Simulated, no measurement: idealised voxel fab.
process module | voxel wiring stack
In the cross-section labelled cut, the width is 240 nm and each square cell is 5 nm.
For the purposes of this document, a cross-section shall be understood as a grid of square cells, specified as bands listed in top-to-bottom order, each band consisting of one or more rows of cells. Within each band entry, the heights of the top and of the bottom of the band appear first, in that order and in nm; the materials of the band then follow from left to right, each with its corresponding width in nm. The designation "throughout" on a single material indicates that it fills the band from edge to edge; the designation "empty" indicates empty space. Heights are measured from 0, the level below which the as-received wafer is all one material; the lowest band has no bottom and continues downward, written as in "top 0, no bottom". Read "30->40" as a graded width: first number on top, second number at the bottom, same change between each pair of neighbouring rows. "remained the same" for a step: no cell of the cross-section changed in that step. "Sealed void listing": sealed empty spaces, 8 cells or more, no open way to top, listed width x height at distance, with distance from the left edge and width, height and distance in nm. Formally, on a step line, whatever follows the settings is a remark that the simulator itself makes on the step. Each step line may optionally specify "overlay nm", which for a step with a mask gives the rightward distance between the mask's planned place and where it lay, a negative value indicating the leftward direction.
**The following list gives the planned process steps**
- 1: RECEIVE | material Si
- 2: CONFORMAL_DEP | material SiO2 | thk nm 10
- 3: DIRECTIONAL_DEP | material TiN | thk nm 5
- 4: DIRECTIONAL_DEP | material W | thk nm 25
- 5: MASKED_ETCH | tone cover | mask id METAL_1 | width nm 20 | pitch nm 40 | etch materials W | depth nm 25 | overlay nm 0
- 6: MASKED_ETCH | tone cover | mask id METAL_1 | width nm 20 | pitch nm 40 | etch materials TiN | depth nm 5 | overlay nm 0
- 7: FILL_DEP | material lowk | thk nm 5
- 8: CMP | height nm 40
- 9: CONFORMAL_DEP | material SiCN | thk nm 5
- 10: DIRECTIONAL_DEP | material lowk | thk nm 10
- 11: MASKED_ETCH | tone open | mask id PLUG_1 | width nm 15 | pitch nm 40 | etch materials lowk | depth nm 10 | overlay nm 0
- 12: MASKED_ETCH | tone open | mask id PLUG_1 | width nm 15 | pitch nm 40 | etch materials SiCN | depth nm 5 | overlay nm 0
- 13: EPI | material Ru | thk nm 10
- 14: EPI | material Ru | thk nm 5
- 15: CONFORMAL_DEP | material SiCN | thk nm 5
- 16: DIRECTIONAL_DEP | material lowk | thk nm 15
- 17: PATTERN | tone open | mask id METAL_2 | material resist | width nm 20 | pitch nm 40 | thk nm 15 | overlay nm 0
- 18: DIRECTIONAL_ETCH | etch materials lowk | depth nm 15
- 19: DIRECTIONAL_ETCH | etch materials SiCN | depth nm 5
- 20: STRIP | etch materials resist
- 21: CONFORMAL_DEP | material TiN | thk nm 5
- 22: FILL_DEP | material Cu | thk nm 10
- 23: CMP | height nm 75
- 24: EPI | material Ru | thk nm 5
- 25: FILL_DEP | material SiCN | thk nm 5
- 26: DIRECTIONAL_DEP | material lowk | thk nm 20
- 27: MASKED_ETCH | tone open | mask id PLUG_2 | width nm 15 | pitch nm 80 | etch materials lowk | depth nm 20 | overlay nm 0
- 28: MASKED_ETCH | tone open | mask id PLUG_2 | width nm 15 | pitch nm 80 | etch materials SiCN | depth nm 5 | overlay nm 0
- 29: EPI | material Ru | thk nm 10
- 30: EPI | material Ru | thk nm 10
- 31: EPI | material Ru | thk nm 5
- 32: CONFORMAL_DEP | material SiCN | thk nm 5
- 33: DIRECTIONAL_DEP | material lowk | thk nm 25
- 34: PATTERN | tone open | mask id METAL_3 | material resist | width nm 20 | pitch nm 40 | thk nm 20 | overlay nm 0
- 35: DIRECTIONAL_ETCH | etch materials lowk | depth nm 25
- 36: DIRECTIONAL_ETCH | etch materials SiCN | depth nm 5
- 37: STRIP | etch materials resist
- 38: CONFORMAL_DEP | material TiN | thk nm 5
- 39: FILL_DEP | material Ru | thk nm 10
- 40: CMP | height nm 135
- 41: CONFORMAL_DEP | material SiCN | thk nm 5
**Incoming wafer, cross-sectional view, post step 1**
    top 0, no bottom: Si throughout
    Sealed void listing: none
**Below is the wafer in cross-section after the module was completed. It began from the starting point shown above and followed the plan shown above, except that one mistake was made while running it**
    top 140, bottom 135: SiCN throughout
    top 135, bottom 130: SiCN 50 nm, TiN 20 nm, SiCN 20 nm, TiN 20 nm, SiCN 20 nm, TiN 20 nm, SiCN 20 nm, TiN 20 nm, SiCN 50 nm
    top 130, bottom 105: lowk throughout
    top 105, bottom 85: lowk 50 nm, Ru 15 nm, lowk 65 nm, Ru 15 nm, lowk 95 nm
    top 85, bottom 80: SiCN 50 nm, Ru 15 nm, SiCN 65 nm, Ru 15 nm, SiCN 95 nm
    top 80, bottom 75: SiCN 45 nm, Ru 30 nm, SiCN 10 nm, Ru 30 nm, SiCN 10 nm, Ru 30 nm, SiCN 10 nm, Ru 30 nm, SiCN 45 nm
    top 75, bottom 60: lowk 50 nm, TiN 5 nm, Cu 10 nm, TiN 5 nm, lowk 20 nm, TiN 5 nm, Cu 10 nm, TiN 5 nm, lowk 20 nm, TiN 5 nm, Cu 10 nm, TiN 5 nm, lowk 20 nm, TiN 5 nm, Cu 10 nm, TiN 5 nm, lowk 50 nm
    top 60, bottom 55: SiCN 50 nm, TiN 20 nm, SiCN 20 nm, TiN 20 nm, SiCN 20 nm, TiN 20 nm, SiCN 20 nm, TiN 20 nm, SiCN 50 nm
    top 55, bottom 45: lowk 50 nm, Ru 15 nm, lowk 25 nm, Ru 15 nm, lowk 25 nm, Ru 15 nm, lowk 25 nm, Ru 15 nm, lowk 55 nm
    top 45, bottom 40: SiCN 50 nm, Ru 15 nm, SiCN 25 nm, Ru 15 nm, SiCN 25 nm, Ru 15 nm, SiCN 25 nm, Ru 15 nm, SiCN 55 nm
    top 40, bottom 15: lowk 50 nm, W 20 nm, lowk 20 nm, W 20 nm, lowk 20 nm, W 20 nm, lowk 20 nm, W 20 nm, lowk 50 nm
    top 15, bottom 10: lowk 50 nm, TiN 20 nm, lowk 20 nm, TiN 20 nm, lowk 20 nm, TiN 20 nm, lowk 20 nm, TiN 20 nm, lowk 50 nm
    top 10, bottom 0: SiO2 throughout
    top 0, no bottom: Si throughout
    Sealed void listing: none
What was the processing mistake? plan vs actual: 32 and 33 interchanged
